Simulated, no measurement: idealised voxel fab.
The name of this process module is voxel wiring stack.
The figure presents cross-section cut, which has a width of 275 nm and is divided into square cells with an edge length of 5 nm.
We lay out every cross-section as a grid of square cells and spell it out in bands from the top down, where one band means one or more rows of cells.
What a band's entry tells you: where the top is and where the bottom is, as heights in nm, and after that what lies inside, material by material from left to right, each with its width in nm. Empty space is written as the word "blank", and a single material marked with the word "everywhere" occupies the band from edge to edge.
Heights are expressed relative to 0, this being the level below which the as-received wafer comprises one material exclusively. The lowest band is unbounded in the downward direction and is denoted as in "from 0 down".
You'd read "30 to 40" like this: the band's top row of cells is as wide as the first number, its bottom row is as wide as the second, and going down, every row changes width by the same amount as the row before did.
The designation "remained the same", where it is given for a processing step, indicates that no cell of the cross-section was altered in the course of that step.
This entry, "Completely sealed voids", enumerates those empty regions of no fewer than 8 cells that possess no open connection to the top. Each region is reported in the form width x height at distance, the distance being taken from the left edge, with all three quantities expressed in nm.
Post-settings text on a step line: simulator's own remark regarding the step.
overlay nm: where the mask lay relative to plan, measured to the right, on steps with a mask; negatives go left.
Here's what the planned process steps look like
1. RECEIVE: material Si
2. CONFORMAL_DEP: material SiO2, thk nm 10
3. CONFORMAL_DEP: material SiN, thk nm 5
4. DIRECTIONAL_DEP: material SiO2, thk nm 15
5. DIRECTIONAL_DEP: material aC, thk nm 10
6. PATTERN: tone open, mask id METAL_1, material resist, width nm 20, pitch nm 40, thk nm 25, overlay nm 0
7. DIRECTIONAL_ETCH: etch materials aC, depth nm 10
8. STRIP: etch materials resist
9. DIRECTIONAL_ETCH: etch materials SiO2, depth nm 15
10. DIRECTIONAL_ETCH: etch materials SiN, depth nm 5
11. STRIP: etch materials aC
12. CONFORMAL_DEP: material TiN, thk nm 5
13. FILL_DEP: material Cu, thk nm 5
14. CMP: height nm 30
15. CONFORMAL_DEP: material SiCN, thk nm 5
16. DIRECTIONAL_DEP: material SiO2, thk nm 20
17. MASKED_ETCH: tone open, mask id PLUG_1, width nm 15, pitch nm 40, etch materials SiO2, depth nm 20, overlay nm 0
18. MASKED_ETCH: tone open, mask id PLUG_1, width nm 15, pitch nm 40, etch materials SiCN, depth nm 5, overlay nm 0
19. EPI: material Ru, thk nm 10
20. EPI: material Ru, thk nm 10
21. EPI: material Ru, thk nm 5
22. CONFORMAL_DEP: material SiN, thk nm 5
23. DIRECTIONAL_DEP: material SiO2, thk nm 20
24. DIRECTIONAL_DEP: material aC, thk nm 10
25. PATTERN: tone open, mask id METAL_2, material resist, width nm 20, pitch nm 40, thk nm 25, overlay nm 0
26. DIRECTIONAL_ETCH: etch materials aC, depth nm 10
27. STRIP: etch materials resist
28. DIRECTIONAL_ETCH: etch materials SiO2, depth nm 20
29. DIRECTIONAL_ETCH: etch materials SiN, depth nm 5
30. STRIP: etch materials aC
31. CONFORMAL_DEP: material TiN, thk nm 5
32. FILL_DEP: material Ru, thk nm 10
33. CMP: height nm 80
34. CONFORMAL_DEP: material SiCN, thk nm 5
35. DIRECTIONAL_DEP: material lowk, thk nm 20
36. DIRECTIONAL_DEP: material aC, thk nm 15
37. PATTERN: tone open, mask id PLUG_2, material resist, width nm 15, pitch nm 40, thk nm 30, overlay nm 0
38. DIRECTIONAL_ETCH: etch materials aC, depth nm 15
39. STRIP: etch materials resist
40. DIRECTIONAL_ETCH: etch materials lowk, depth nm 20
41. DIRECTIONAL_ETCH: etch materials SiCN, depth nm 5
42. STRIP: etch materials aC
43. CONFORMAL_DEP: material TiN, thk nm 5
44. FILL_DEP: material W, thk nm 10
45. CMP: height nm 105
46. DIRECTIONAL_DEP: material TiN, thk nm 5
47. DIRECTIONAL_DEP: material W, thk nm 15
48. MASKED_ETCH: tone cover, mask id METAL_3, width nm 15, pitch nm 40, etch materials W, depth nm 15, overlay nm 0
49. MASKED_ETCH: tone cover, mask id METAL_3, width nm 20, pitch nm 40, etch materials TiN, depth nm 5, overlay nm 0
50. FILL_DEP: material lowk, thk nm 5
51. CMP: height nm 125
52. CONFORMAL_DEP: material SiCN, thk nm 5
Across this set of wafers, the varied parameter is the width nm of step 48. Starting conditions are identical for every wafer, and the plan reports the value assigned to the first wafer.
As received, i.e. after step 1: cross-section through the first of several wafers
  from 0 down = Si everywhere
  Completely sealed voids: none
Table: wafers, a row each; end-of-module cell change per material since receipt, gain (+), loss (-); then closed voids
width nm 15, +24 Cu, +92 Ru, +141 SiCN, +78 SiN, +555 SiO2, +148 TiN, +52 W, +340 lowk, Completely sealed voids: none
width nm 20, +24 Cu, +92 Ru, +141 SiCN, +78 SiN, +555 SiO2, +148 TiN, +64 W, +328 lowk, Completely sealed voids: none
width nm 25, +24 Cu, +92 Ru, +141 SiCN, +78 SiN, +555 SiO2, +152 TiN, +76 W, +312 lowk, Completely sealed voids: none
